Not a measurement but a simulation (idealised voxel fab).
process module | voxel wiring stack
cross-section cut | 250 nm wide | cells 5 nm
A cross-section is a grid of square cells, given in bands from the top down. A band is one or more rows of cells.
Each band's line starts with the height of the band's top and of its bottom, in nm. Then come its materials from left to right, each with its width in nm. One material with "throughout" fills the band from edge to edge. "air" is empty space.
Height 0 is the level under which the wafer as received is all one material. The lowest band goes on downwards, as in "0 down".
A width such as "30 to 40" changes by the same amount from each row of cells to the next, from the band's top row to its bottom row.
"no change" after a step means that no cell of the cross-section changed.
closed voids: empty space of 8 cells or more with no open way to the top, each as width x height at its distance from the left edge, in nm
after a step's settings: what the simulator itself notes on the step
overlay nm, on a step with a mask: how far to the right of its planned place the mask lay; to the left if negative
plan
1 op RECEIVE | material Si
2 op CONFORMAL_DEP | material SiO2 | thk nm 10
3 op DIRECTIONAL_DEP | material TiN | thk nm 5
4 op DIRECTIONAL_DEP | material Ru | thk nm 15
5 op DIRECTIONAL_DEP | material aC | thk nm 10
6 op PATTERN | tone cover | mask id METAL_1 | material resist | width nm 30 | pitch nm 50 | thk nm 25 | overlay nm 0
7 op DIRECTIONAL_ETCH | etch materials aC | depth nm 10
8 op STRIP | etch materials resist
9 op DIRECTIONAL_ETCH | etch materials Ru | depth nm 15
10 op DIRECTIONAL_ETCH | etch materials TiN | depth nm 5
11 op STRIP | etch materials aC
12 op FILL_DEP | material SiO2 | thk nm 5
13 op CMP | height nm 30
14 op CONFORMAL_DEP | material SiCN | thk nm 5
15 op DIRECTIONAL_DEP | material lowk | thk nm 30
16 op MASKED_ETCH | tone open | mask id METAL_2 | width nm 30 | pitch nm 50 | etch materials lowk | depth nm 20 | overlay nm 0
17 op MASKED_ETCH | tone open | mask id METAL_2_HOLES | width nm 15 | pitch nm 100 | etch materials lowk | depth nm 10 | overlay nm 0
18 op MASKED_ETCH | tone open | mask id METAL_2_HOLES | width nm 15 | pitch nm 100 | etch materials SiCN | depth nm 5 | overlay nm 0
19 op CONFORMAL_DEP | material TiN | thk nm 5
20 op FILL_DEP | material Ru | thk nm 5
21 op CMP | height nm 65
22 op CONFORMAL_DEP | material SiCN | thk nm 5
23 op DIRECTIONAL_DEP | material lowk | thk nm 10
24 op PATTERN | tone open | mask id PLUG_2 | material resist | width nm 15 | pitch nm 50 | thk nm 20 | overlay nm 0
25 op DIRECTIONAL_ETCH | etch materials lowk | depth nm 10
26 op DIRECTIONAL_ETCH | etch materials SiCN | depth nm 5
27 op STRIP | etch materials resist
28 op EPI | material Ru | thk nm 10
29 op EPI | material Ru | thk nm 5
30 op CONFORMAL_DEP | material SiCN | thk nm 5
31 op DIRECTIONAL_DEP | material SiO2 | thk nm 25
32 op PATTERN | tone open | mask id METAL_3 | material resist | width nm 30 | pitch nm 50 | thk nm 15 | overlay nm 0
33 op DIRECTIONAL_ETCH | etch materials SiO2 | depth nm 25
34 op DIRECTIONAL_ETCH | etch materials SiCN | depth nm 5
35 op STRIP | etch materials resist
36 op CONFORMAL_DEP | material TiN | thk nm 5
37 op FILL_DEP | material Ru | thk nm 5
38 op CMP | height nm 110
39 op CONFORMAL_DEP | material SiN | thk nm 5
as received, after step 1
  0 down: Si throughout
  closed voids: none
a wafer at the end: this start, this plan, one mistake
  115 to 110: SiN throughout
  110 to 105: TiN 65 | Ru 20 | TiN 30 | Ru 20 | TiN 30 | Ru 20 | TiN 65
  105 to 85: SiO2 60 | TiN 5 | Ru 20 | TiN 5 | SiO2 20 | TiN 5 | Ru 20 | TiN 5 | SiO2 20 | TiN 5 | Ru 20 | TiN 5 | SiO2 60
  85 to 80: SiO2 60 | TiN 30 | SiO2 20 | TiN 30 | SiO2 20 | TiN 30 | SiO2 60
  80 to 70: lowk 60 | Ru 15 | lowk 35 | Ru 15 | lowk 35 | Ru 15 | lowk 75
  70 to 65: SiCN 60 | Ru 15 | SiCN 35 | Ru 15 | SiCN 35 | Ru 15 | SiCN 75
  65 to 50: lowk 60 | TiN 5 | Ru 20 | TiN 5 | lowk 20 | TiN 5 | Ru 20 | TiN 5 | lowk 20 | TiN 5 | Ru 20 | TiN 5 | lowk 60
  50 to 45: lowk 60 | TiN 5 | Ru 5 | TiN 20 | lowk 20 | TiN 30 | lowk 20 | TiN 5 | Ru 5 | TiN 20 | lowk 60
  45 to 35: lowk 60 | TiN 5 | Ru 5 | TiN 5 | lowk 85 | TiN 5 | Ru 5 | TiN 5 | lowk 75
  35 to 30: SiCN 60 | TiN 15 | SiCN 85 | TiN 15 | SiCN 75
  30 to 15: SiO2 60 | Ru 30 | SiO2 20 | Ru 30 | SiO2 20 | Ru 30 | SiO2 60
  15 to 10: SiO2 60 | TiN 30 | SiO2 20 | TiN 30 | SiO2 20 | TiN 30 | SiO2 60
  10 to 0: SiO2 throughout
  0 down: Si throughout
  closed voids: none
what went wrong: step 30 was left out
